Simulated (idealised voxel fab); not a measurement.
Process module in this document: voxel spacer lines
FYI the section here is cut, 235 nm wide, cells are 5 nm squares.
Notation: cross-section as square-cell grid; stated in bands, top first, going down; one or more cell rows per band.
Basically the band line says how high the top is and how high the bottom is, in nm, and then what's in it from left to right, every material with its width in nm. Empty space shows up as "blank", and if a single material carries "edge to edge" it runs the full band edge to edge.
Ref level 0: as-received wafer is one material below here. Bottom band extends down with no lower bound ("0..down").
It should be noted that a width expressed as "30 to 40" varies in equal increments from row to row of cells within the band, taking the value of the first number at the top row and that of the second number at the bottom row.
You'll sometimes find "no change occurred" written for a step, and that's the way of saying that nowhere in the cross-section did a cell change during that step.
In "Cavities, sealed" the enclosed voids are listed, meaning empty spaces of 8 cells or larger without any opening to the top. The form is width x height at distance, distance from the left edge, units nm.
On each step's line, the part that comes after the settings is the simulator's own comment on the step.
overlay nm: right-of-plan distance of the mask on a masked step; negative values mean left-of-plan.

## Here's what the planned process steps look like
step 1: RECEIVE, material Si
step 2: CONFORMAL_DEP, material Al2O3, thk nm 5
step 3: DIRECTIONAL_DEP, material polySi, thk nm 10
step 4: DIRECTIONAL_DEP, material aC, thk nm 30
step 5: PATTERN, tone cover, mask id MANDREL, material resist, width nm 15, pitch nm 50, thk nm 35, overlay nm 0
step 6: DIRECTIONAL_ETCH, etch materials aC, depth nm 30
step 7: STRIP, etch materials resist
step 8: CONFORMAL_DEP, material SiO2, thk nm 10
step 9: DIRECTIONAL_ETCH, etch materials SiO2, depth nm 10
step 10: STRIP, etch materials aC
step 11: DIRECTIONAL_ETCH, etch materials polySi, depth nm 10
step 12: STRIP, etch materials SiO2

## As received (post step 1): cross-section
> 0..down: Si edge to edge
> Cavities, sealed: none

## End state of the module in cross-section, given the above starting point and plan and one mistake in execution
> 15..5: blank 80 nm | polySi 5 nm | blank 15 nm | polySi 5 nm | blank 25 nm | polySi 5 nm | blank 15 nm | polySi 5 nm | blank 80 nm
> 5..0: Al2O3 edge to edge
> 0..down: Si edge to edge
> Cavities, sealed: none
In executing the process, a mistake was made relative to the plan: step 8: run off-plan, actual operation and settings CONFORMAL_DEP, material SiO2, thk nm 5
